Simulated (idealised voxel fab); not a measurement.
Process module under the name voxel plated lines
Cross-section cut: width 225 nm, square cells of 5 nm.
Bands, listed from the top down, are how a cross-section gets written in this document; the cross-section itself is a grid of square cells, and a band is one or more rows of them. Heights first: top, then bottom, in nm. Then materials, left to right, each with a width in nm. "edge to edge" on a single material: fills the band edge to edge. "blank": empty space. Below 0: as-received wafer, all one material; heights counted from there. Lowest band: no bottom, goes on down, written "0 nm and below". Note: "30..40" means the width goes from the first number (top row of the band) to the second number (bottom row) in equal steps per row of cells. Any step labelled "no alterations made" changed none of the cells in the cross-section. You'll see "Cavities, sealed" listing empty spaces that have no way open to the top, as long as they're 8 cells or more; the notation is width x height at distance, where the distance is from the left edge, and all of it is in nm. Note: text after step settings on the step line = simulator remark on that step. overlay nm: on a step with a mask, how far right of its planned place the mask lay; negative means left.
## The steps planned for the process are as follows
1: op RECEIVE | material Si
2: op CONFORMAL_DEP | material Al2O3 | thk nm 5
3: op DIRECTIONAL_DEP | material TiN | thk nm 5
4: op PATTERN | tone open | mask id LINES | material resist | width nm 20 | pitch nm 35 | thk nm 40 | overlay nm 0
5: op EPI | material Ru | thk nm 5
6: op EPI | material Ru | thk nm 10
7: op EPI | material Ru | thk nm 5
8: op STRIP | etch materials resist
9: op DIRECTIONAL_ETCH | etch materials TiN | depth nm 5
10: op CONFORMAL_DEP | material SiN | thk nm 5
## Wafer at receipt (post step 1), cross-section
	0 nm and below  Si edge to edge
	Cavities, sealed: none
## Post-module cross-section of the first of two wafers (run per plan)
	35 nm to 30 nm  blank 45 | SiN 30 | blank 5 | SiN 30 | blank 5 | SiN 30 | blank 5 | SiN 30 | blank 45
	30 nm to 10 nm  blank 45 | SiN 5 | Ru 20 | SiN 5 | blank 5 | SiN 5 | Ru 20 | SiN 5 | blank 5 | SiN 5 | Ru 20 | SiN 5 | blank 5 | SiN 5 | Ru 20 | SiN 5 | blank 45
	10 nm to 5 nm  SiN 50 | TiN 20 | SiN 15 | TiN 20 | SiN 15 | TiN 20 | SiN 15 | TiN 20 | SiN 50
	5 nm to 0 nm  Al2O3 edge to edge
	0 nm and below  Si edge to edge
	Cavities, sealed: none
## Cross-section, wafer two of two, end of module: same start and plan as wafer one, one error in execution
	35 nm to 30 nm  blank 40 | SiN 30 | blank 5 | SiN 30 | blank 5 | SiN 30 | blank 5 | SiN 30 | blank 50
	30 nm to 10 nm  blank 40 | SiN 5 | Ru 20 | SiN 5 | blank 5 | SiN 5 | Ru 20 | SiN 5 | blank 5 | SiN 5 | Ru 20 | SiN 5 | blank 5 | SiN 5 | Ru 20 | SiN 5 | blank 50
	10 nm to 5 nm  SiN 45 | TiN 20 | SiN 15 | TiN 20 | SiN 15 | TiN 20 | SiN 15 | TiN 20 | SiN 55
	5 nm to 0 nm  Al2O3 edge to edge
	0 nm and below  Si edge to edge
	Cavities, sealed: none
what went wrong: heads up, step 4 didn't go per plan, it actually ran as op PATTERN | tone open | mask id LINES | material resist | width nm 20 | pitch nm 35 | thk nm 40 | overlay nm -5
Cell counts per material: same on both final wafers. Positions: different.
